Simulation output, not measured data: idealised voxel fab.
You're looking at the process module voxel wiring stack.
Cross-section cut spans 160 nm and uses square cells 5 nm in size.
A cross-section is a grid of square cells, given in bands from the top down. A band is one or more rows of cells.
Top height, bottom height, nm. Materials left to right, width each, nm. Single material + "edge to edge" = fills band edge to edge. "air" = empty.
Heights are measured from 0, the level below which the as-received wafer is all one material; the lowest band has no bottom and continues downward, written as in "0 nm and below".
The expression "30 to 40" gives the width at the extremes of the band, the first number at its top row of cells and the second at its bottom row, with the width changing by equal amounts from each row to the next in between.
Step note "remained the same" = no cross-section cell changed.
"Closed void catalog" lists enclosed empty spaces (at least 8 cells, no open path upward to the top), each as width x height at distance from the left edge, in nm.
Formally, on a step line, whatever follows the settings is a remark that the simulator itself makes on the step.
If you see "overlay nm" on a step's line and that step has a mask, it's telling you how far right of where it was planned the mask ended up; a negative number means it went left instead.

[Process steps foreseen in the plan]
1 RECEIVE | material Si
2 CONFORMAL_DEP | material SiO2 | thk nm 10
3 CONFORMAL_DEP | material SiN | thk nm 5
4 DIRECTIONAL_DEP | material SiO2 | thk nm 20
5 DIRECTIONAL_DEP | material aC | thk nm 15
6 PATTERN | tone open | mask id METAL_1 | material resist | width nm 25 | pitch nm 45 | thk nm 30 | overlay nm 0
7 DIRECTIONAL_ETCH | etch materials aC | depth nm 15
8 STRIP | etch materials resist
9 DIRECTIONAL_ETCH | etch materials SiO2 | depth nm 20
10 DIRECTIONAL_ETCH | etch materials SiN | depth nm 5
11 STRIP | etch materials aC
12 CONFORMAL_DEP | material TiN | thk nm 5
13 FILL_DEP | material Ru | thk nm 5
14 CMP | height nm 35
15 CONFORMAL_DEP | material SiCN | thk nm 5
16 DIRECTIONAL_DEP | material lowk | thk nm 20
17 DIRECTIONAL_DEP | material aC | thk nm 10
18 PATTERN | tone open | mask id PLUG_1 | material resist | width nm 15 | thk nm 30 | overlay nm 0
19 DIRECTIONAL_ETCH | etch materials aC | depth nm 10
20 STRIP | etch materials resist
21 DIRECTIONAL_ETCH | etch materials lowk | depth nm 20
22 DIRECTIONAL_ETCH | etch materials SiCN | depth nm 5
23 STRIP | etch materials aC
24 EPI | material Ru | thk nm 10
25 EPI | material Ru | thk nm 10
26 EPI | material Ru | thk nm 5
27 DIRECTIONAL_DEP | material TiN | thk nm 5
28 DIRECTIONAL_DEP | material Ru | thk nm 20
29 MASKED_ETCH | tone cover | mask id METAL_2 | width nm 25 | pitch nm 45 | etch materials Ru | depth nm 20 | overlay nm 0
30 MASKED_ETCH | tone cover | mask id METAL_2 | width nm 25 | pitch nm 45 | etch materials TiN | depth nm 5 | overlay nm 0
31 FILL_DEP | material SiO2 | thk nm 10
32 CMP | height nm 85
33 CONFORMAL_DEP | material SiCN | thk nm 5
34 DIRECTIONAL_DEP | material lowk | thk nm 35
35 DIRECTIONAL_DEP | material aC | thk nm 15
36 PATTERN | tone open | mask id METAL_3_HOLES | material resist | width nm 15 | thk nm 35 | overlay nm 0
37 DIRECTIONAL_ETCH | etch materials aC | depth nm 15
38 STRIP | etch materials resist
39 DIRECTIONAL_ETCH | etch materials lowk | depth nm 35
40 STRIP | etch materials aC
41 PATTERN | tone open | mask id METAL_3 | material resist | width nm 25 | pitch nm 45 | thk nm 20 | overlay nm 0
42 DIRECTIONAL_ETCH | etch materials lowk | depth nm 20
43 DIRECTIONAL_ETCH | etch materials SiCN | depth nm 5
44 STRIP | etch materials resist
45 CONFORMAL_DEP | material TiN | thk nm 5
46 FILL_DEP | material Cu | thk nm 10
47 CMP | height nm 125
48 CONFORMAL_DEP | material SiCN | thk nm 5

[The first wafer of two, processed as planned]

[Wafer cross-section on receipt, i.e. after step 1]
    0 nm and below | Si edge to edge
    Closed void catalog: none

[State of the wafer after step 2, shown in cross-section]
    10 nm to 0 nm | SiO2 edge to edge
    below 0: unchanged

[State of the wafer after step 3, shown in cross-section]
    15 nm to 10 nm | SiN edge to edge
    below 10: unchanged

[State of the wafer after step 4, shown in cross-section]
    35 nm to 15 nm | SiO2 edge to edge
    below 15: unchanged

[State of the wafer after step 5, shown in cross-section]
    50 nm to 35 nm | aC edge to edge
    below 35: unchanged

[State of the wafer after step 6, shown in cross-section]
    80 nm to 50 nm | resist 45 nm; air 25 nm; resist 20 nm; air 25 nm; resist 45 nm
    below 50: unchanged

[State of the wafer after step 7, shown in cross-section]
    65 nm to 50 nm | resist 45 nm; air 25 nm; resist 20 nm; air 25 nm; resist 45 nm
    50 nm to 35 nm | aC 45 nm; air 25 nm; aC 20 nm; air 25 nm; aC 45 nm
    below 35: unchanged

[State of the wafer after step 8, shown in cross-section]
    50 nm to 35 nm | aC 45 nm; air 25 nm; aC 20 nm; air 25 nm; aC 45 nm
    below 35: unchanged

[State of the wafer after step 9, shown in cross-section]
    50 nm to 35 nm | aC 45 nm; air 25 nm; aC 20 nm; air 25 nm; aC 45 nm
    35 nm to 15 nm | SiO2 45 nm; air 25 nm; SiO2 20 nm; air 25 nm; SiO2 45 nm
    below 15: unchanged

[State of the wafer after step 10, shown in cross-section]
    50 nm to 35 nm | aC 45 nm; air 25 nm; aC 20 nm; air 25 nm; aC 45 nm
    35 nm to 15 nm | SiO2 45 nm; air 25 nm; SiO2 20 nm; air 25 nm; SiO2 45 nm
    15 nm to 10 nm | SiN 45 nm; air 25 nm; SiN 20 nm; air 25 nm; SiN 45 nm
    below 10: unchanged

[State of the wafer after step 11, shown in cross-section]
    35 nm to 15 nm | SiO2 45 nm; air 25 nm; SiO2 20 nm; air 25 nm; SiO2 45 nm
    below 15: unchanged

[State of the wafer after step 12, shown in cross-section]
    40 nm to 35 nm | TiN 50 nm; air 15 nm; TiN 30 nm; air 15 nm; TiN 50 nm
    35 nm to 15 nm | SiO2 45 nm; TiN 5 nm; air 15 nm; TiN 5 nm; SiO2 20 nm; TiN 5 nm; air 15 nm; TiN 5 nm; SiO2 45 nm
    15 nm to 10 nm | SiN 45 nm; TiN 25 nm; SiN 20 nm; TiN 25 nm; SiN 45 nm
    below 10: unchanged

[State of the wafer after step 13, shown in cross-section]
    45 nm to 40 nm | Ru edge to edge
    40 nm to 35 nm | TiN 50 nm; Ru 15 nm; TiN 30 nm; Ru 15 nm; TiN 50 nm
    35 nm to 15 nm | SiO2 45 nm; TiN 5 nm; Ru 15 nm; TiN 5 nm; SiO2 20 nm; TiN 5 nm; Ru 15 nm; TiN 5 nm; SiO2 45 nm
    below 15: unchanged

[State of the wafer after step 14, shown in cross-section]
    35 nm to 15 nm | SiO2 45 nm; TiN 5 nm; Ru 15 nm; TiN 5 nm; SiO2 20 nm; TiN 5 nm; Ru 15 nm; TiN 5 nm; SiO2 45 nm
    below 15: unchanged

[State of the wafer after step 15, shown in cross-section]
    40 nm to 35 nm | SiCN edge to edge
    below 35: unchanged

[State of the wafer after step 16, shown in cross-section]
    60 nm to 40 nm | lowk edge to edge
    below 40: unchanged

[State of the wafer after step 17, shown in cross-section]
    70 nm to 60 nm | aC edge to edge
    below 60: unchanged

[State of the wafer after step 18, shown in cross-section]
    100 nm to 70 nm | resist 45 nm; air 15 nm; resist 100 nm
    below 70: unchanged

[State of the wafer after step 19, shown in cross-section]
    90 nm to 70 nm | resist 45 nm; air 15 nm; resist 100 nm
    70 nm to 60 nm | aC 45 nm; air 15 nm; aC 100 nm
    below 60: unchanged

[State of the wafer after step 20, shown in cross-section]
    70 nm to 60 nm | aC 45 nm; air 15 nm; aC 100 nm
    below 60: unchanged

[State of the wafer after step 21, shown in cross-section]
    70 nm to 60 nm | aC 45 nm; air 15 nm; aC 100 nm
    60 nm to 40 nm | lowk 45 nm; air 15 nm; lowk 100 nm
    below 40: unchanged

[State of the wafer after step 22, shown in cross-section]
    70 nm to 60 nm | aC 45 nm; air 15 nm; aC 100 nm
    60 nm to 40 nm | lowk 45 nm; air 15 nm; lowk 100 nm
    40 nm to 35 nm | SiCN 45 nm; air 15 nm; SiCN 100 nm
    below 35: unchanged

[State of the wafer after step 23, shown in cross-section]
    60 nm to 40 nm | lowk 45 nm; air 15 nm; lowk 100 nm
    below 40: unchanged

[State of the wafer after step 24, shown in cross-section]
    60 nm to 45 nm | lowk 45 nm; air 15 nm; lowk 100 nm
    45 nm to 40 nm | lowk 45 nm; Ru 15 nm; lowk 100 nm
    40 nm to 35 nm | SiCN 45 nm; Ru 15 nm; SiCN 100 nm
    below 35: unchanged

[State of the wafer after step 25, shown in cross-section]
    60 nm to 55 nm | lowk 45 nm; air 15 nm; lowk 100 nm
    55 nm to 40 nm | lowk 45 nm; Ru 15 nm; lowk 100 nm
    below 40: unchanged

[State of the wafer after step 26, shown in cross-section]
    60 nm to 40 nm | lowk 45 nm; Ru 15 nm; lowk 100 nm
    below 40: unchanged

[State of the wafer after step 27, shown in cross-section]
    65 nm to 60 nm | TiN edge to edge
    below 60: unchanged

[State of the wafer after step 28, shown in cross-section]
    85 nm to 65 nm | Ru edge to edge
    below 65: unchanged

[State of the wafer after step 29, shown in cross-section]
    85 nm to 65 nm | air 45 nm; Ru 25 nm; air 20 nm; Ru 25 nm; air 45 nm
    below 65: unchanged

[State of the wafer after step 30, shown in cross-section]
    85 nm to 65 nm | air 45 nm; Ru 25 nm; air 20 nm; Ru 25 nm; air 45 nm
    65 nm to 60 nm | air 45 nm; TiN 25 nm; air 20 nm; TiN 25 nm; air 45 nm
    below 60: unchanged

[State of the wafer after step 31, shown in cross-section]
    95 nm to 85 nm | SiO2 edge to edge
    85 nm to 65 nm | SiO2 45 nm; Ru 25 nm; SiO2 20 nm; Ru 25 nm; SiO2 45 nm
    65 nm to 60 nm | SiO2 45 nm; TiN 25 nm; SiO2 20 nm; TiN 25 nm; SiO2 45 nm
    below 60: unchanged

[State of the wafer after step 32, shown in cross-section]
    85 nm to 65 nm | SiO2 45 nm; Ru 25 nm; SiO2 20 nm; Ru 25 nm; SiO2 45 nm
    below 65: unchanged

[State of the wafer after step 33, shown in cross-section]
    90 nm to 85 nm | SiCN edge to edge
    below 85: unchanged

[State of the wafer after step 34, shown in cross-section]
    125 nm to 90 nm | lowk edge to edge
    below 90: unchanged

[State of the wafer after step 35, shown in cross-section]
    140 nm to 125 nm | aC edge to edge
    below 125: unchanged

[State of the wafer after step 36, shown in cross-section]
    175 nm to 140 nm | resist 45 nm; air 15 nm; resist 100 nm
    below 140: unchanged

[State of the wafer after step 37, shown in cross-section]
    160 nm to 140 nm | resist 45 nm; air 15 nm; resist 100 nm
    140 nm to 125 nm | aC 45 nm; air 15 nm; aC 100 nm
    below 125: unchanged

[State of the wafer after step 38, shown in cross-section]
    140 nm to 125 nm | aC 45 nm; air 15 nm; aC 100 nm
    below 125: unchanged

[State of the wafer after step 39, shown in cross-section]
    140 nm to 125 nm | aC 45 nm; air 15 nm; aC 100 nm
    125 nm to 90 nm | lowk 45 nm; air 15 nm; lowk 100 nm
    below 90: unchanged

[State of the wafer after step 40, shown in cross-section]
    125 nm to 90 nm | lowk 45 nm; air 15 nm; lowk 100 nm
    below 90: unchanged

[State of the wafer after step 41, shown in cross-section]
    145 nm to 125 nm | resist 45 nm; air 25 nm; resist 20 nm; air 25 nm; resist 45 nm
    below 125: unchanged

[State of the wafer after step 42, shown in cross-section]
    145 nm to 125 nm | resist 45 nm; air 25 nm; resist 20 nm; air 25 nm; resist 45 nm
    125 nm to 105 nm | lowk 45 nm; air 25 nm; lowk 20 nm; air 25 nm; lowk 45 nm
    below 105: unchanged

[State of the wafer after step 43, shown in cross-section]
    145 nm to 125 nm | resist 45 nm; air 25 nm; resist 20 nm; air 25 nm; resist 45 nm
    125 nm to 105 nm | lowk 45 nm; air 25 nm; lowk 20 nm; air 25 nm; lowk 45 nm
    105 nm to 90 nm | lowk 45 nm; air 15 nm; lowk 100 nm
    90 nm to 85 nm | SiCN 45 nm; air 15 nm; SiCN 100 nm
    below 85: unchanged

[State of the wafer after step 44, shown in cross-section]
    125 nm to 105 nm | lowk 45 nm; air 25 nm; lowk 20 nm; air 25 nm; lowk 45 nm
    below 105: unchanged

[State of the wafer after step 45, shown in cross-section]
    130 nm to 125 nm | TiN 50 nm; air 15 nm; TiN 30 nm; air 15 nm; TiN 50 nm
    125 nm to 110 nm | lowk 45 nm; TiN 5 nm; air 15 nm; TiN 5 nm; lowk 20 nm; TiN 5 nm; air 15 nm; TiN 5 nm; lowk 45 nm
    110 nm to 105 nm | lowk 45 nm; TiN 5 nm; air 5 nm; TiN 15 nm; lowk 20 nm; TiN 25 nm; lowk 45 nm
    105 nm to 90 nm | lowk 45 nm; TiN 5 nm; air 5 nm; TiN 5 nm; lowk 100 nm
    90 nm to 85 nm | SiCN 45 nm; TiN 15 nm; SiCN 100 nm
    below 85: unchanged

[State of the wafer after step 46, shown in cross-section]
    140 nm to 130 nm | Cu edge to edge
    130 nm to 125 nm | TiN 50 nm; Cu 15 nm; TiN 30 nm; Cu 15 nm; TiN 50 nm
    125 nm to 110 nm | lowk 45 nm; TiN 5 nm; Cu 15 nm; TiN 5 nm; lowk 20 nm; TiN 5 nm; Cu 15 nm; TiN 5 nm; lowk 45 nm
    110 nm to 105 nm | lowk 45 nm; TiN 5 nm; Cu 5 nm; TiN 15 nm; lowk 20 nm; TiN 25 nm; lowk 45 nm
    105 nm to 90 nm | lowk 45 nm; TiN 5 nm; Cu 5 nm; TiN 5 nm; lowk 100 nm
    below 90: unchanged

[State of the wafer after step 47, shown in cross-section]
    125 nm to 110 nm | lowk 45 nm; TiN 5 nm; Cu 15 nm; TiN 5 nm; lowk 20 nm; TiN 5 nm; Cu 15 nm; TiN 5 nm; lowk 45 nm
    below 110: unchanged

[State of the wafer after step 48, shown in cross-section]
    130 nm to 125 nm | SiCN edge to edge
    below 125: unchanged

[Second wafer, same starting state and plan as the first, one mistake in the run, identical through step 15]

[Second wafer cross-section, taken as of the time the plan sets for step 16 to be done]
    55 nm to 40 nm | lowk edge to edge
    below 40: unchanged

[Second wafer cross-section, taken as of the time the plan sets for step 17 to be done]
    65 nm to 55 nm | aC edge to edge
    below 55: unchanged

[Second wafer cross-section, taken as of the time the plan sets for step 18 to be done]
    95 nm to 65 nm | resist 45 nm; air 15 nm; resist 100 nm
    below 65: unchanged

[Second wafer cross-section, taken as of the time the plan sets for step 19 to be done]
    85 nm to 65 nm | resist 45 nm; air 15 nm; resist 100 nm
    65 nm to 55 nm | aC 45 nm; air 15 nm; aC 100 nm
    below 55: unchanged

[Second wafer cross-section, taken as of the time the plan sets for step 20 to be done]
    65 nm to 55 nm | aC 45 nm; air 15 nm; aC 100 nm
    below 55: unchanged

[Second wafer cross-section, taken as of the time the plan sets for step 21 to be done]
    65 nm to 55 nm | aC 45 nm; air 15 nm; aC 100 nm
    55 nm to 40 nm | lowk 45 nm; air 15 nm; lowk 100 nm
    below 40: unchanged

[Second wafer cross-section, taken as of the time the plan sets for step 22 to be done]
    65 nm to 55 nm | aC 45 nm; air 15 nm; aC 100 nm
    55 nm to 40 nm | lowk 45 nm; air 15 nm; lowk 100 nm
    40 nm to 35 nm | SiCN 45 nm; air 15 nm; SiCN 100 nm
    below 35: unchanged

[Second wafer cross-section, taken as of the time the plan sets for step 23 to be done]
    55 nm to 40 nm | lowk 45 nm; air 15 nm; lowk 100 nm
    below 40: unchanged

[Second wafer cross-section, taken as of the time the plan sets for step 24 to be done]
    55 nm to 45 nm | lowk 45 nm; air 15 nm; lowk 100 nm
    45 nm to 40 nm | lowk 45 nm; Ru 15 nm; lowk 100 nm
    40 nm to 35 nm | SiCN 45 nm; Ru 15 nm; SiCN 100 nm
    below 35: unchanged

[Second wafer cross-section, taken as of the time the plan sets for step 25 to be done]
    55 nm to 40 nm | lowk 45 nm; Ru 15 nm; lowk 100 nm
    below 40: unchanged

[Second wafer cross-section, taken as of the time the plan sets for step 26 to be done]
    60 nm to 55 nm | air 40 nm; Ru 25 nm; air 95 nm
    below 55: unchanged

[Second wafer cross-section, taken as of the time the plan sets for step 27 to be done]
    65 nm to 60 nm | air 40 nm; TiN 25 nm; air 95 nm
    60 nm to 55 nm | TiN 40 nm; Ru 25 nm; TiN 95 nm
    below 55: unchanged

[Second wafer cross-section, taken as of the time the plan sets for step 28 to be done]
    85 nm to 80 nm | air 40 nm; Ru 25 nm; air 95 nm
    80 nm to 65 nm | Ru edge to edge
    65 nm to 60 nm | Ru 40 nm; TiN 25 nm; Ru 95 nm
    below 60: unchanged

[Second wafer cross-section, taken as of the time the plan sets for step 29 to be done]
    85 nm to 80 nm | air 45 nm; Ru 20 nm; air 95 nm
    80 nm to 65 nm | air 45 nm; Ru 25 nm; air 20 nm; Ru 25 nm; air 45 nm
    65 nm to 60 nm | air 40 nm; TiN 25 nm; Ru 5 nm; air 20 nm; Ru 25 nm; air 45 nm
    below 60: unchanged

[Second wafer cross-section, taken as of the time the plan sets for step 30 to be done]
    85 nm to 80 nm | air 45 nm; Ru 20 nm; air 95 nm
    80 nm to 65 nm | air 45 nm; Ru 25 nm; air 20 nm; Ru 25 nm; air 45 nm
    65 nm to 60 nm | air 45 nm; TiN 20 nm; Ru 5 nm; air 20 nm; Ru 25 nm; air 45 nm
    60 nm to 55 nm | air 40 nm; Ru 25 nm; TiN 5 nm; air 20 nm; TiN 25 nm; air 45 nm
    below 55: unchanged

[Second wafer cross-section, taken as of the time the plan sets for step 31 to be done]
    95 nm to 85 nm | SiO2 edge to edge
    85 nm to 80 nm | SiO2 45 nm; Ru 20 nm; SiO2 95 nm
    80 nm to 65 nm | SiO2 45 nm; Ru 25 nm; SiO2 20 nm; Ru 25 nm; SiO2 45 nm
    65 nm to 60 nm | SiO2 45 nm; TiN 20 nm; Ru 5 nm; SiO2 20 nm; Ru 25 nm; SiO2 45 nm
    60 nm to 55 nm | SiO2 40 nm; Ru 25 nm; TiN 5 nm; SiO2 20 nm; TiN 25 nm; SiO2 45 nm
    below 55: unchanged

[Second wafer cross-section, taken as of the time the plan sets for step 32 to be done]
    85 nm to 80 nm | SiO2 45 nm; Ru 20 nm; SiO2 95 nm
    below 80: unchanged

[Second wafer cross-section, taken as of the time the plan sets for step 33 to be done]
    90 nm to 85 nm | SiCN edge to edge
    below 85: unchanged

[Second wafer cross-section, taken as of the time the plan sets for step 34 to be done]
    125 nm to 90 nm | lowk edge to edge
    below 90: unchanged

[Second wafer cross-section, taken as of the time the plan sets for step 35 to be done]
    140 nm to 125 nm | aC edge to edge
    below 125: unchanged

[Second wafer cross-section, taken as of the time the plan sets for step 36 to be done]
    175 nm to 140 nm | resist 45 nm; air 15 nm; resist 100 nm
    below 140: unchanged

[Second wafer cross-section, taken as of the time the plan sets for step 37 to be done]
    160 nm to 140 nm | resist 45 nm; air 15 nm; resist 100 nm
    140 nm to 125 nm | aC 45 nm; air 15 nm; aC 100 nm
    below 125: unchanged

[Second wafer cross-section, taken as of the time the plan sets for step 38 to be done]
    140 nm to 125 nm | aC 45 nm; air 15 nm; aC 100 nm
    below 125: unchanged

[Second wafer cross-section, taken as of the time the plan sets for step 39 to be done]
    140 nm to 125 nm | aC 45 nm; air 15 nm; aC 100 nm
    125 nm to 90 nm | lowk 45 nm; air 15 nm; lowk 100 nm
    below 90: unchanged

[Second wafer cross-section, taken as of the time the plan sets for step 40 to be done]
    125 nm to 90 nm | lowk 45 nm; air 15 nm; lowk 100 nm
    below 90: unchanged

[Second wafer cross-section, taken as of the time the plan sets for step 41 to be done]
    145 nm to 125 nm | resist 45 nm; air 25 nm; resist 20 nm; air 25 nm; resist 45 nm
    below 125: unchanged

[Second wafer cross-section, taken as of the time the plan sets for step 42 to be done]
    145 nm to 125 nm | resist 45 nm; air 25 nm; resist 20 nm; air 25 nm; resist 45 nm
    125 nm to 105 nm | lowk 45 nm; air 25 nm; lowk 20 nm; air 25 nm; lowk 45 nm
    below 105: unchanged

[Second wafer cross-section, taken as of the time the plan sets for step 43 to be done]
    145 nm to 125 nm | resist 45 nm; air 25 nm; resist 20 nm; air 25 nm; resist 45 nm
    125 nm to 105 nm | lowk 45 nm; air 25 nm; lowk 20 nm; air 25 nm; lowk 45 nm
    105 nm to 90 nm | lowk 45 nm; air 15 nm; lowk 100 nm
    90 nm to 85 nm | SiCN 45 nm; air 15 nm; SiCN 100 nm
    below 85: unchanged

[Second wafer cross-section, taken as of the time the plan sets for step 44 to be done]
    125 nm to 105 nm | lowk 45 nm; air 25 nm; lowk 20 nm; air 25 nm; lowk 45 nm
    below 105: unchanged

[Second wafer cross-section, taken as of the time the plan sets for step 45 to be done]
    130 nm to 125 nm | TiN 50 nm; air 15 nm; TiN 30 nm; air 15 nm; TiN 50 nm
    125 nm to 110 nm | lowk 45 nm; TiN 5 nm; air 15 nm; TiN 5 nm; lowk 20 nm; TiN 5 nm; air 15 nm; TiN 5 nm; lowk 45 nm
    110 nm to 105 nm | lowk 45 nm; TiN 5 nm; air 5 nm; TiN 15 nm; lowk 20 nm; TiN 25 nm; lowk 45 nm
    105 nm to 90 nm | lowk 45 nm; TiN 5 nm; air 5 nm; TiN 5 nm; lowk 100 nm
    90 nm to 85 nm | SiCN 45 nm; TiN 15 nm; SiCN 100 nm
    below 85: unchanged

[Second wafer cross-section, taken as of the time the plan sets for step 46 to be done]
    140 nm to 130 nm | Cu edge to edge
    130 nm to 125 nm | TiN 50 nm; Cu 15 nm; TiN 30 nm; Cu 15 nm; TiN 50 nm
    125 nm to 110 nm | lowk 45 nm; TiN 5 nm; Cu 15 nm; TiN 5 nm; lowk 20 nm; TiN 5 nm; Cu 15 nm; TiN 5 nm; lowk 45 nm
    110 nm to 105 nm | lowk 45 nm; TiN 5 nm; Cu 5 nm; TiN 15 nm; lowk 20 nm; TiN 25 nm; lowk 45 nm
    105 nm to 90 nm | lowk 45 nm; TiN 5 nm; Cu 5 nm; TiN 5 nm; lowk 100 nm
    below 90: unchanged

[Second wafer cross-section, taken as of the time the plan sets for step 47 to be done]
    125 nm to 110 nm | lowk 45 nm; TiN 5 nm; Cu 15 nm; TiN 5 nm; lowk 20 nm; TiN 5 nm; Cu 15 nm; TiN 5 nm; lowk 45 nm
    below 110: unchanged

[Second wafer cross-section, taken as of the time the plan sets for step 48 to be done]
    130 nm to 125 nm | SiCN edge to edge
    below 125: unchanged
Where did the run depart from the plan? step 16: run off-plan, actual operation and settings DIRECTIONAL_DEP | material lowk | thk nm 15
Materials where the second wafer ends with more or fewer cells than the first: +2 Ru | +27 SiO2 | -29 lowk
